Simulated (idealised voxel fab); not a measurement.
Presented below is a process module, voxel self aligned contacts.
FYI the section here is cut, 240 nm wide, cells are 5 nm squares.
A cross-section in this document is a grid of square cells, and it is written down as bands, the top band listed before the ones below it; a band is made up of one or more rows of cells.
Band: top and bottom heights (nm) first, top before bottom; then materials from left to right, widths in nm. "edge to edge" marks a sole material filling the band edge to edge. "empty" denotes empty space.
Height datum 0, below which the as-received substrate wafer is one material. Lowest band open at the bottom, running downward: "0..down".
You'd read "30 to 40" like this: the band's top row of cells is as wide as the first number, its bottom row is as wide as the second, and going down, every row changes width by the same amount as the row before did.
For the purposes of this document, the phrase "no alteration" attached to a step denotes that no cell within the cross-section was modified by that step.
The entry titled "Trapped cavities" provides the empty spaces that have no open way to the top, restricted to those of 8 cells or more. Each is presented as width x height at distance, the distance being measured from the left edge, with all three in nm.
On a step's line, text after the settings is the simulator commenting on that step.
overlay nm: for a step with a mask, the amount by which the mask lay right of where it was planned; a negative amount means left of it.

The following list gives the planned process steps
1) op RECEIVE | material Si
2) op OXIDIZE | depth nm 5
3) op DIRECTIONAL_DEP | material polySi | thk nm 30
4) op DIRECTIONAL_DEP | material SiN | thk nm 15
5) op MASKED_ETCH | tone cover | mask id GATE | width nm 30 | pitch nm 60 | etch materials SiN | depth nm 15 | overlay nm 0
6) op MASKED_ETCH | tone cover | mask id GATE | width nm 30 | pitch nm 60 | etch materials polySi | depth nm 30 | overlay nm 0
7) op CONFORMAL_DEP | material SiN | thk nm 5
8) op DIRECTIONAL_ETCH | etch materials SiN | depth nm 5
9) op FILL_DEP | material SiO2 | thk nm 20
10) op CMP | height nm 55
11) op DIRECTIONAL_DEP | material aC | thk nm 15
12) op PATTERN | tone open | mask id CONTACT | material resist | width nm 40 | thk nm 30 | overlay nm -15
13) op DIRECTIONAL_ETCH | etch materials aC | depth nm 15
14) op STRIP | etch materials resist
15) op DIRECTIONAL_ETCH | etch materials SiO2 | depth nm 60
16) op STRIP | etch materials aC
17) op CONFORMAL_DEP | material TiN | thk nm 5
18) op FILL_DEP | material Ru | thk nm 5
19) op CMP | height nm 55
20) op CONFORMAL_DEP | material SiCN | thk nm 5
Among the wafers covered here, the point of difference is the overlay nm at step 12; their starting state is shared, and the plan presents the value of the first wafer.

Cross-section of the first of several wafers on receipt, reflecting completion of step 1
- 0..down | Si edge to edge
- Trapped cavities: none

Per wafer (row), end of module: delta in cells per material since receipt, (+) for gained, (-) for lost; closed voids after that
overlay nm -15, +16 Ru, -48 Si, +48 SiCN, +72 SiN, +386 SiO2, +30 TiN, +72 polySi, Trapped cavities: none
overlay nm -10, +26 Ru, -48 Si, +48 SiCN, +72 SiN, +376 SiO2, +30 TiN, +72 polySi, Trapped cavities: none
overlay nm -5, +26 Ru, -48 Si, +48 SiCN, +72 SiN, +376 SiO2, +30 TiN, +72 polySi, Trapped cavities: none
overlay nm 0, +26 Ru, -48 Si, +48 SiCN, +72 SiN, +376 SiO2, +30 TiN, +72 polySi, Trapped cavities: none
overlay nm 5, +26 Ru, -48 Si, +48 SiCN, +72 SiN, +376 SiO2, +30 TiN, +72 polySi, Trapped cavities: none
overlay nm 10, +26 Ru, -48 Si, +48 SiCN, +72 SiN, +376 SiO2, +30 TiN, +72 polySi, Trapped cavities: none
overlay nm 15, +16 Ru, -48 Si, +48 SiCN, +72 SiN, +386 SiO2, +30 TiN, +72 polySi, Trapped cavities: none
